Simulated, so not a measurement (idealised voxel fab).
process module | voxel fin reveal
cross-section cut | 205 nm wide | cells 5 nm
A cross-section is a grid of square cells, given in bands from the top down. A band is one or more rows of cells.
Each band's line starts with the height of the band's top and of its bottom, in nm. Then come its materials from left to right, each with its width in nm. One material with "throughout" fills the band from edge to edge. "air" is empty space.
Height 0 is the level under which the wafer as received is all one material. The lowest band goes on downwards, as in "0 down".
A width such as "30 to 40" changes by the same amount from each row of cells to the next, from the band's top row to its bottom row.
"no change" after a step means that no cell of the cross-section changed.
closed voids: empty space of 8 cells or more with no open way to the top, each as width x height at its distance from the left edge, in nm
after a step's settings: what the simulator itself notes on the step
overlay nm, on a step with a mask: how far to the right of its planned place the mask lay; to the left if negative
plan
1 op RECEIVE | material Si
2 op CONFORMAL_DEP | material SiN | thk nm 5
3 op DIRECTIONAL_DEP | material aC | thk nm 10
4 op PATTERN | tone cover | mask id FINS | material resist | width nm 15 | pitch nm 45 | thk nm 30 | overlay nm 0
5 op DIRECTIONAL_ETCH | etch materials aC | depth nm 10
6 op STRIP | etch materials resist
7 op DIRECTIONAL_ETCH | etch materials SiN | depth nm 5
8 op DIRECTIONAL_ETCH | etch materials Si | depth nm 35
9 op STRIP | etch materials aC
10 op FILL_DEP | material SiO2 | thk nm 15
11 op CMP | height nm 5
12 op SELECTIVE_ETCH | etch materials SiO2 | depth nm 15
13 op STRIP | etch materials SiN
14 op CONFORMAL_DEP | material HfO2 | thk nm 5
first wafer, as planned
as received, after step 1
  0 down: Si throughout
  closed voids: none
after step 2
  5 to 0: SiN throughout
  below 0: unchanged
after step 3
  15 to 5: aC throughout
  below 5: unchanged
after step 4
  45 to 15: air 50 | resist 15 | air 30 | resist 15 | air 30 | resist 15 | air 50
  below 15: unchanged
after step 5
  35 to 15: air 50 | resist 15 | air 30 | resist 15 | air 30 | resist 15 | air 50
  15 to 5: air 50 | aC 15 | air 30 | aC 15 | air 30 | aC 15 | air 50
  below 5: unchanged
after step 6
  15 to 5: air 50 | aC 15 | air 30 | aC 15 | air 30 | aC 15 | air 50
  below 5: unchanged
after step 7
  15 to 5: air 50 | aC 15 | air 30 | aC 15 | air 30 | aC 15 | air 50
  5 to 0: air 50 | SiN 15 | air 30 | SiN 15 | air 30 | SiN 15 | air 50
  below 0: unchanged
after step 8
  15 to 5: air 50 | aC 15 | air 30 | aC 15 | air 30 | aC 15 | air 50
  5 to 0: air 50 | SiN 15 | air 30 | SiN 15 | air 30 | SiN 15 | air 50
  0 to -35: air 50 | Si 15 | air 30 | Si 15 | air 30 | Si 15 | air 50
  below -35: unchanged
after step 9
  5 to 0: air 50 | SiN 15 | air 30 | SiN 15 | air 30 | SiN 15 | air 50
  below 0: unchanged
after step 10
  20 to 5: SiO2 throughout
  5 to 0: SiO2 50 | SiN 15 | SiO2 30 | SiN 15 | SiO2 30 | SiN 15 | SiO2 50
  0 to -35: SiO2 50 | Si 15 | SiO2 30 | Si 15 | SiO2 30 | Si 15 | SiO2 50
  below -35: unchanged
after step 11
  5 to 0: SiO2 50 | SiN 15 | SiO2 30 | SiN 15 | SiO2 30 | SiN 15 | SiO2 50
  below 0: unchanged
after step 12
  5 to 0: air 50 | SiN 15 | air 30 | SiN 15 | air 30 | SiN 15 | air 50
  0 to -10: air 50 | Si 15 | air 30 | Si 15 | air 30 | Si 15 | air 50
  below -10: unchanged
after step 13
  0 to -10: air 50 | Si 15 | air 30 | Si 15 | air 30 | Si 15 | air 50
  below -10: unchanged
after step 14
  5 to 0: air 45 | HfO2 25 | air 20 | HfO2 25 | air 20 | HfO2 25 | air 45
  0 to -5: air 45 | HfO2 5 | Si 15 | HfO2 5 | air 20 | HfO2 5 | Si 15 | HfO2 5 | air 20 | HfO2 5 | Si 15 | HfO2 5 | air 45
  -5 to -10: HfO2 50 | Si 15 | HfO2 30 | Si 15 | HfO2 30 | Si 15 | HfO2 50
  below -10: unchanged
second wafer: like start, like plan, one mistake. Through step 3 it matches the first wafer
when step 4 should have ended
  45 to 15: air 60 | resist 15 | air 30 | resist 15 | air 30 | resist 15 | air 40
  below 15: unchanged
when step 5 should have ended
  35 to 15: air 60 | resist 15 | air 30 | resist 15 | air 30 | resist 15 | air 40
  15 to 5: air 60 | aC 15 | air 30 | aC 15 | air 30 | aC 15 | air 40
  below 5: unchanged
when step 6 should have ended
  15 to 5: air 60 | aC 15 | air 30 | aC 15 | air 30 | aC 15 | air 40
  below 5: unchanged
when step 7 should have ended
  15 to 5: air 60 | aC 15 | air 30 | aC 15 | air 30 | aC 15 | air 40
  5 to 0: air 60 | SiN 15 | air 30 | SiN 15 | air 30 | SiN 15 | air 40
  below 0: unchanged
when step 8 should have ended
  15 to 5: air 60 | aC 15 | air 30 | aC 15 | air 30 | aC 15 | air 40
  5 to 0: air 60 | SiN 15 | air 30 | SiN 15 | air 30 | SiN 15 | air 40
  0 to -35: air 60 | Si 15 | air 30 | Si 15 | air 30 | Si 15 | air 40
  below -35: unchanged
when step 9 should have ended
  5 to 0: air 60 | SiN 15 | air 30 | SiN 15 | air 30 | SiN 15 | air 40
  below 0: unchanged
when step 10 should have ended
  20 to 5: SiO2 throughout
  5 to 0: SiO2 60 | SiN 15 | SiO2 30 | SiN 15 | SiO2 30 | SiN 15 | SiO2 40
  0 to -35: SiO2 60 | Si 15 | SiO2 30 | Si 15 | SiO2 30 | Si 15 | SiO2 40
  below -35: unchanged
when step 11 should have ended
  5 to 0: SiO2 60 | SiN 15 | SiO2 30 | SiN 15 | SiO2 30 | SiN 15 | SiO2 40
  below 0: unchanged
when step 12 should have ended
  5 to 0: air 60 | SiN 15 | air 30 | SiN 15 | air 30 | SiN 15 | air 40
  0 to -10: air 60 | Si 15 | air 30 | Si 15 | air 30 | Si 15 | air 40
  below -10: unchanged
when step 13 should have ended
  0 to -10: air 60 | Si 15 | air 30 | Si 15 | air 30 | Si 15 | air 40
  below -10: unchanged
when step 14 should have ended
  5 to 0: air 55 | HfO2 25 | air 20 | HfO2 25 | air 20 | HfO2 25 | air 35
  0 to -5: air 55 | HfO2 5 | Si 15 | HfO2 5 | air 20 | HfO2 5 | Si 15 | HfO2 5 | air 20 | HfO2 5 | Si 15 | HfO2 5 | air 35
  -5 to -10: HfO2 60 | Si 15 | HfO2 30 | Si 15 | HfO2 30 | Si 15 | HfO2 40
  below -10: unchanged
what went wrong: step 4 ran as: op PATTERN | tone cover | mask id FINS | material resist | width nm 15 | pitch nm 45 | thk nm 30 | overlay nm 10
at the end the second wafer has, in cells: as many of each material as the first, in other places
